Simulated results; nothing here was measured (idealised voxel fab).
This section sets out a process module, namely voxel transistor to metal.
The cross-section shown here is cut; it is 270 nm wide and divided into square cells measuring 5 nm on a side.
Think of the cross-section as a grid of square cells. We describe it in bands, top to bottom, and each band covers one or more rows of those cells. A band entry consists of two parts. The first gives the height of the band's top and the height of its bottom, in nm. The rest lists the band's materials from left to right, each with its width in nm. A single material labelled with the word "everywhere" fills the band from edge to edge, and the word "empty" marks empty space. Height datum 0, below which the as-received substrate wafer is one material. Lowest band open at the bottom, running downward: "from 0 down". A width given as "30 to 40" starts at the first number in the band's top row and ends at the second number in its bottom row, shifting by an equal amount at every step from row to row. "remained unchanged", as given for a step, is the statement that not any cell of the cross-section underwent a change during that step. For the entry "Tabulated closed voids", the listed items are empty spaces with no open way to the top whose size is 8 cells or more; each item follows the pattern width x height at distance, where distance is from the left edge and all three are in nm. Step line, after settings: the simulator's comment on this step. A step line may carry the setting "overlay nm", which, for steps involving a mask, states the distance by which the mask lay to the right of its intended position; negative values denote displacement to the left.

These are the steps we planned for the process:
1,RECEIVE [material Si]
2,CONFORMAL_DEP [material SiO2] [thk nm 5]
3,CONFORMAL_DEP [material SiN] [thk nm 15]
4,DIRECTIONAL_DEP [material aC] [thk nm 10]
5,PATTERN [tone cover] [mask id ACTIVE] [material resist] [width nm 105] [pitch nm 135] [thk nm 25] [overlay nm 0]
6,DIRECTIONAL_ETCH [etch materials aC] [depth nm 10]
7,STRIP [etch materials resist]
8,DIRECTIONAL_ETCH [etch materials SiN] [depth nm 15]
9,DIRECTIONAL_ETCH [etch materials SiO2] [depth nm 5]
10,DIRECTIONAL_ETCH [etch materials Si] [depth nm 20]
11,STRIP [etch materials aC]
12,FILL_DEP [material SiO2] [thk nm 5]
13,CMP [height nm 20]
14,SELECTIVE_ETCH [etch materials SiO2] [depth nm 10]
15,STRIP [etch materials SiN]
16,SELECTIVE_ETCH [etch materials SiO2] [depth nm 5]
17,OXIDIZE [depth nm 5]
18,DIRECTIONAL_DEP [material polySi] [thk nm 30]
19,DIRECTIONAL_DEP [material SiCN] [thk nm 10]
20,MASKED_ETCH [tone cover] [mask id GATE] [width nm 15] [pitch nm 135] [etch materials SiCN] [depth nm 20] [overlay nm 0]
21,MASKED_ETCH [tone cover] [mask id GATE] [width nm 15] [pitch nm 135] [etch materials polySi] [depth nm 40] [overlay nm 0]
22,CONFORMAL_DEP [material SiN] [thk nm 10]
23,DIRECTIONAL_ETCH [etch materials SiN] [depth nm 10]
24,DIRECTIONAL_ETCH [etch materials SiO2] [depth nm 5]
25,DIRECTIONAL_ETCH [etch materials Si] [depth nm 10]
26,EPI [material nSi] [thk nm 10]
27,FILL_DEP [material SiO2] [thk nm 10]
28,CMP [height nm 40]
29,DIRECTIONAL_DEP [material SiO2] [thk nm 10]
30,PATTERN [tone open] [mask id CONTACT] [material resist] [width nm 30] [thk nm 15] [overlay nm 0]
31,DIRECTIONAL_ETCH [etch materials SiO2] [depth nm 55]
32,STRIP [etch materials resist]
33,CONFORMAL_DEP [material TiN] [thk nm 5]
34,FILL_DEP [material W] [thk nm 5]
35,CMP [height nm 50]
36,CONFORMAL_DEP [material SiCN] [thk nm 5]
37,DIRECTIONAL_DEP [material lowk] [thk nm 20]
38,PATTERN [tone open] [mask id METAL_1] [material resist] [width nm 15] [thk nm 20] [overlay nm 0]
39,DIRECTIONAL_ETCH [etch materials lowk] [depth nm 20]
40,DIRECTIONAL_ETCH [etch materials SiCN] [depth nm 5]
41,STRIP [etch materials resist]
42,CONFORMAL_DEP [material TiN] [thk nm 5]
43,FILL_DEP [material Cu] [thk nm 5]
44,CMP [height nm 75]
45,EPI [material Ru] [thk nm 5]
46,FILL_DEP [material SiCN] [thk nm 5]

Cross-section of the wafer upon arrival, representing the state reached after step 1:
	from 0 down = Si everywhere
	Tabulated closed voids: none

Cross-section taken at module completion on the first of two wafers; processed per the plan:
	from 85 to 80 = SiCN everywhere
	from 80 to 75 = SiCN (20); Ru (25); SiCN (45); Ru (25); SiCN (40); Ru (25); SiCN (45); Ru (25); SiCN (20)
	from 75 to 55 = lowk (25); TiN (5); Cu (5); TiN (5); lowk (55); TiN (5); Cu (5); TiN (5); lowk (50); TiN (5); Cu (5); TiN (5); lowk (55); TiN (5); Cu (5); TiN (5); lowk (25)
	from 55 to 50 = SiCN (25); TiN (15); SiCN (55); TiN (15); SiCN (50); TiN (15); SiCN (55); TiN (15); SiCN (25)
	from 50 to 40 = SiO2 (25); TiN (5); W (20 to 15); TiN (5 to 10); SiO2 (25); TiN (5 to 10); W (20 to 15); TiN (5); SiO2 (50); TiN (5); W (20 to 15); TiN (5 to 10); SiO2 (25); TiN (5 to 10); W (20 to 15); TiN (5); SiO2 (25)
	from 40 to 30 = SiO2 (25); TiN (5); W (15); TiN (5); SiN (10); SiCN (15); SiN (10); TiN (5); W (15); TiN (5); SiO2 (50); TiN (5); W (15); TiN (5); SiN (10); SiCN (15); SiN (10); TiN (5); W (15); TiN (5); SiO2 (25)
	from 30 to 10 = SiO2 (25); TiN (5); W (15); TiN (5); SiN (10); polySi (15); SiN (10); TiN (5); W (15); TiN (5); SiO2 (50); TiN (5); W (15); TiN (5); SiN (10); polySi (15); SiN (10); TiN (5); W (15); TiN (5); SiO2 (25)
	from 10 to 5 = SiO2 (25); TiN (25); SiN (10); polySi (15); SiN (10); TiN (25); SiO2 (50); TiN (25); SiN (10); polySi (15); SiN (10); TiN (25); SiO2 (25)
	from 5 to 0 = SiO2 (10); SiN (10); nSi (10); TiN (10); nSi (10); SiN (10); polySi (15); SiN (10); nSi (10); TiN (10); nSi (10); SiN (10); SiO2 (20); SiN (10); nSi (10); TiN (10); nSi (10); SiN (10); polySi (15); SiN (10); nSi (10); TiN (10); nSi (10); SiN (10); SiO2 (10)
	from 0 to -5 = SiO2 (20); nSi (10); TiN (10); nSi (10); SiO2 (35); nSi (10); TiN (10); nSi (10); SiO2 (40); nSi (10); TiN (10); nSi (10); SiO2 (35); nSi (10); TiN (10); nSi (10); SiO2 (20)
	from -5 to -15 = SiO2 (15); Si (5); nSi (30); Si (35); nSi (30); Si (5); SiO2 (30); Si (5); nSi (30); Si (35); nSi (30); Si (5); SiO2 (15)
	from -15 to -20 = SiO2 (15); Si (105); SiO2 (30); Si (105); SiO2 (15)
	from -20 down = Si everywhere
	Tabulated closed voids: none

Second wafer at the end: like start, like plan, one mistake:
	from 85 to 80 = SiCN everywhere
	from 80 to 75 = SiCN (20); Ru (25); SiCN (45); Ru (25); SiCN (40); Ru (25); SiCN (45); Ru (25); SiCN (20)
	from 75 to 55 = lowk (25); TiN (5); Cu (5); TiN (5); lowk (55); TiN (5); Cu (5); TiN (5); lowk (50); TiN (5); Cu (5); TiN (5); lowk (55); TiN (5); Cu (5); TiN (5); lowk (25)
	from 55 to 50 = SiCN (25); TiN (15); SiCN (55); TiN (15); SiCN (50); TiN (15); SiCN (55); TiN (15); SiCN (25)
	from 50 to 40 = SiO2 (25); TiN (5); W (20 to 15); TiN (5 to 10); SiO2 (25); TiN (5 to 10); W (20 to 15); TiN (5); SiO2 (50); TiN (5); W (20 to 15); TiN (5 to 10); SiO2 (25); TiN (5 to 10); W (20 to 15); TiN (5); SiO2 (25)
	from 40 to 30 = SiO2 (25); TiN (5); W (15); TiN (5); SiN (10); SiCN (15); SiN (10); TiN (5); W (15); TiN (5); SiO2 (50); TiN (5); W (15); TiN (5); SiN (10); SiCN (15); SiN (10); TiN (5); W (15); TiN (5); SiO2 (25)
	from 30 to 10 = SiO2 (25); TiN (5); W (15); TiN (5); SiN (10); polySi (15); SiN (10); TiN (5); W (15); TiN (5); SiO2 (50); TiN (5); W (15); TiN (5); SiN (10); polySi (15); SiN (10); TiN (5); W (15); TiN (5); SiO2 (25)
	from 10 to 5 = SiO2 (25); TiN (25); SiN (10); polySi (15); SiN (10); TiN (25); SiO2 (50); TiN (25); SiN (10); polySi (15); SiN (10); TiN (25); SiO2 (25)
	from 5 to 0 = SiO2 (10); SiN (10); nSi (10); TiN (10); nSi (10); SiN (10); polySi (15); SiN (10); nSi (10); TiN (10); nSi (10); SiN (10); SiO2 (20); SiN (10); nSi (10); TiN (10); nSi (10); SiN (10); polySi (15); SiN (10); nSi (10); TiN (10); nSi (10); SiN (10); SiO2 (10)
	from 0 to -5 = SiO2 (20); nSi (10); TiN (10); nSi (10); SiO2 (35); nSi (10); TiN (10); nSi (10); SiO2 (40); nSi (10); TiN (10); nSi (10); SiO2 (35); nSi (10); TiN (10); nSi (10); SiO2 (20)
	from -5 to -15 = SiO2 (15); Si (5); nSi (30); Si (35); nSi (30); Si (5); SiO2 (30); Si (5); nSi (30); Si (35); nSi (30); Si (5); SiO2 (15)
	from -15 down = Si everywhere
	Tabulated closed voids: none
Heads up, the wafer didn't run the way we planned it: for step 10, the planned setting was not used; the step was instead run as DIRECTIONAL_ETCH [etch materials Si] [depth nm 15]
Bottom line after processing is that, in cells, the second wafer is up or down on some materials versus the first: +12 Si, -12 SiO2
